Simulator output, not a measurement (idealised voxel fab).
Process module name: voxel transistor to metal
Square cells of 5 nm make up the cross-section cut, whose width is 270 nm.
How to read a cross-section here: the picture is a grid of square cells, written as bands going from the top down, and any band can span one or more rows of cells.
Band: top and bottom heights (nm) first, top before bottom; then materials from left to right, widths in nm. "everywhere" marks a sole material filling the band edge to edge. "air" denotes empty space.
Counting heights begins at 0, where everything beneath is, in the wafer as received, one material. The lowest band has no bottom; it goes on downwards, as "z 0 and below" shows.
Read "30 to 40" as a graded width: first number on top, second number at the bottom, same change between each pair of neighbouring rows.
"stayed the same" -> step changed no cross-section cell.
"Trapped cavities" lists enclosed empty spaces (at least 8 cells, no open path upward to the top), each as width x height at distance from the left edge, in nm.
What comes after the settings on a step's line is commentary from the simulator itself on that step.
overlay nm: where the mask lay relative to plan, measured to the right, on steps with a mask; negatives go left.

Process steps - plan
- 1: RECEIVE: material Si
- 2: CONFORMAL_DEP: material SiO2, thk nm 5
- 3: CONFORMAL_DEP: material SiN, thk nm 10
- 4: PATTERN: tone cover, mask id ACTIVE, material resist, width nm 95, pitch nm 125, thk nm 15, overlay nm 0
- 5: DIRECTIONAL_ETCH: etch materials SiN, depth nm 10
- 6: DIRECTIONAL_ETCH: etch materials SiO2, depth nm 5
- 7: DIRECTIONAL_ETCH: etch materials Si, depth nm 20
- 8: STRIP: etch materials resist
- 9: FILL_DEP: material SiO2, thk nm 15
- 10: CMP: height nm 15
- 11: SELECTIVE_ETCH: etch materials SiO2, depth nm 5
- 12: STRIP: etch materials SiN
- 13: SELECTIVE_ETCH: etch materials SiO2, depth nm 5
- 14: OXIDIZE: depth nm 5
- 15: DIRECTIONAL_DEP: material polySi, thk nm 25
- 16: DIRECTIONAL_DEP: material SiCN, thk nm 15
- 17: PATTERN: tone cover, mask id GATE, material resist, width nm 25, pitch nm 125, thk nm 20, overlay nm 0
- 18: DIRECTIONAL_ETCH: etch materials SiCN, depth nm 25
- 19: DIRECTIONAL_ETCH: etch materials polySi, depth nm 35
- 20: STRIP: etch materials resist
- 21: CONFORMAL_DEP: material SiO2, thk nm 5
- 22: DIRECTIONAL_ETCH: etch materials SiO2, depth nm 5
- 23: CONFORMAL_DEP: material SiN, thk nm 5
- 24: DIRECTIONAL_ETCH: etch materials SiN, depth nm 5
- 25: DIRECTIONAL_ETCH: etch materials SiO2, depth nm 5
- 26: DIRECTIONAL_ETCH: etch materials Si, depth nm 10
- 27: EPI: material nSi, thk nm 10
- 28: FILL_DEP: material SiO2, thk nm 10
- 29: CMP: height nm 30
- 30: DIRECTIONAL_DEP: material SiO2, thk nm 15
- 31: DIRECTIONAL_DEP: material aC, thk nm 10
- 32: PATTERN: tone open, mask id CONTACT, material resist, width nm 15, thk nm 30, overlay nm 0
- 33: DIRECTIONAL_ETCH: etch materials aC, depth nm 10
- 34: STRIP: etch materials resist
- 35: DIRECTIONAL_ETCH: etch materials SiO2, depth nm 50
- 36: STRIP: etch materials aC
- 37: CONFORMAL_DEP: material TiN, thk nm 5
- 38: FILL_DEP: material W, thk nm 10
- 39: CMP: height nm 55
- 40: CONFORMAL_DEP: material SiCN, thk nm 5
- 41: DIRECTIONAL_DEP: material SiO2, thk nm 20
- 42: DIRECTIONAL_DEP: material aC, thk nm 15
- 43: PATTERN: tone open, mask id METAL_1, material resist, width nm 15, thk nm 30, overlay nm 0
- 44: DIRECTIONAL_ETCH: etch materials aC, depth nm 15
- 45: STRIP: etch materials resist
- 46: DIRECTIONAL_ETCH: etch materials SiO2, depth nm 20
- 47: DIRECTIONAL_ETCH: etch materials SiCN, depth nm 5
- 48: STRIP: etch materials aC
- 49: CONFORMAL_DEP: material TiN, thk nm 5
- 50: FILL_DEP: material Cu, thk nm 5
- 51: CMP: height nm 80
- 52: EPI: material Ru, thk nm 5
- 53: FILL_DEP: material SiCN, thk nm 5
Among the wafers covered here, the point of difference is the height nm at step 29; their starting state is shared, and the plan presents the value of the first wafer.

This is how the first of several wafers looked in cross-section when it arrived, which is after step 1
> z 0 and below | Si everywhere
> Trapped cavities: none

Take any row and you have a wafer at the end of the module: how many cells of each material it has gained (+) or lost (-) since it was received, and then its closed voids
height nm 30, +16 Cu, +20 Ru, -134 Si, +140 SiCN, +28 SiN, +540 SiO2, +162 TiN, +86 W, +64 nSi, +50 polySi, Trapped cavities: none
height nm 35, +16 Cu, +20 Ru, -134 Si, +150 SiCN, +32 SiN, +568 SiO2, +170 TiN, +36 W, +64 nSi, +50 polySi, Trapped cavities: none
height nm 40, +16 Cu, +20 Ru, -134 Si, +160 SiCN, +36 SiN, +596 SiO2, +128 TiN, +36 W, +64 nSi, +50 polySi, Trapped cavities: none
height nm 45, +16 Cu, +20 Ru, -134 Si, +160 SiCN, +36 SiN, +608 SiO2, +120 TiN, +32 W, +64 nSi, +50 polySi, Trapped cavities: none
height nm 50, +16 Cu, +20 Ru, -134 Si, +160 SiCN, +36 SiN, +620 SiO2, +112 TiN, +28 W, +64 nSi, +50 polySi, Trapped cavities: none
